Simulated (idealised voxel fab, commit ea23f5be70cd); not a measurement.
The process module that follows is named voxel lift off.
Pictured: cross-section cut, 275 nm wide, on a grid of 5 nm square cells.
Square cells in a grid make up a cross-section in this document, and the grid is given as bands, listed from the top down, each one or more rows of cells.
Look at the band entry: it leads with the top's height and the bottom's height in nm. Then it lists the materials left to right, with a width in nm for each. The word "all across" on a single material says that material fills the band edge to edge. The word "empty" is empty space.
Note: height 0 marks the level under which the wafer is uniformly one material as received. Lowest band unbounded below, written "0..down".
The width entry "30 to 40" should be interpreted row by row: the top row of cells in the band takes the first number, the bottom row takes the second number, and the change between adjacent rows is uniform throughout.
Reading "remains unaltered" for a step: not a cell of the cross-section changed in it.
So "Internal closed voids" is basically the list of trapped voids: any empty space of 8 cells or more that can't reach the top through an opening. They're written width x height at distance, the distance being from the left edge, and it's all nm.
Where a step's line continues beyond its settings, the continuation is a remark by the simulator itself on that step.
overlay nm: for a step with a mask, the amount by which the mask lay right of where it was planned; a negative amount means left of it.
# These are the steps we planned for the process
1) RECEIVE,material Si
2) CONFORMAL_DEP,material Al2O3,thk nm 10
3) PATTERN,tone open,mask id LINES,material resist,width nm 15,pitch nm 45,thk nm 25,overlay nm 0
4) DIRECTIONAL_DEP,material Ru,thk nm 15
5) STRIP,etch materials resist
6) CONFORMAL_DEP,material SiN,thk nm 10
# What follows covers the first of two wafers; it ran as planned
# So this is the incoming wafer in cross-section - it's already been through step 1
    0..down: Si all across
    Internal closed voids: none
# How the wafer stands in section after step 2
    10..0: Al2O3 all across
    All layers under 0 are left as they were.
# How the wafer stands in section after step 3
    35..10: resist (105); empty (15); resist (30); empty (15); resist (110)
    All layers under 10 are left as they were.
# How the wafer stands in section after step 4
    50..35: Ru (105); empty (15); Ru (30); empty (15); Ru (110)
    35..25: resist (105); empty (15); resist (30); empty (15); resist (110)
    25..10: resist (105); Ru (15); resist (30); Ru (15); resist (110)
    All layers under 10 are left as they were.
# How the wafer stands in section after step 5
    25..10: empty (105); Ru (15); empty (30); Ru (15); empty (110)
    All layers under 10 are left as they were.
# How the wafer stands in section after step 6
    35..25: empty (95); SiN (35); empty (10); SiN (35); empty (100)
    25..20: empty (95); SiN (10); Ru (15); SiN (10); empty (10); SiN (10); Ru (15); SiN (10); empty (100)
    20..10: SiN (105); Ru (15); SiN (30); Ru (15); SiN (110)
    All layers under 10 are left as they were.
# Second wafer: same start and same plan as the first, one execution error; identical to the first through step 4
# Cross-sectional representation of the second wafer at the time designated in the plan for the completion of step 5
    25..10: empty (105); Ru (15); empty (30); Ru (15); empty (110)
    All layers under 10 are left as they were.
# Cross-sectional representation of the second wafer at the time designated in the plan for the completion of step 6
    35..25: empty (95); SiN (35); empty (10); SiN (35); empty (100)
    25..20: empty (95); SiN (10); Ru (15); SiN (10); empty (10); SiN (10); Ru (15); SiN (10); empty (100)
    20..10: SiN (105); Ru (15); SiN (30); Ru (15); SiN (110)
    All layers under 10 are left as they were.
Want to know what went wrong? plan step 5 ran twice
The two wafers wind up with the same cross-section at the end, so whatever this model computes is the same despite the mistake.
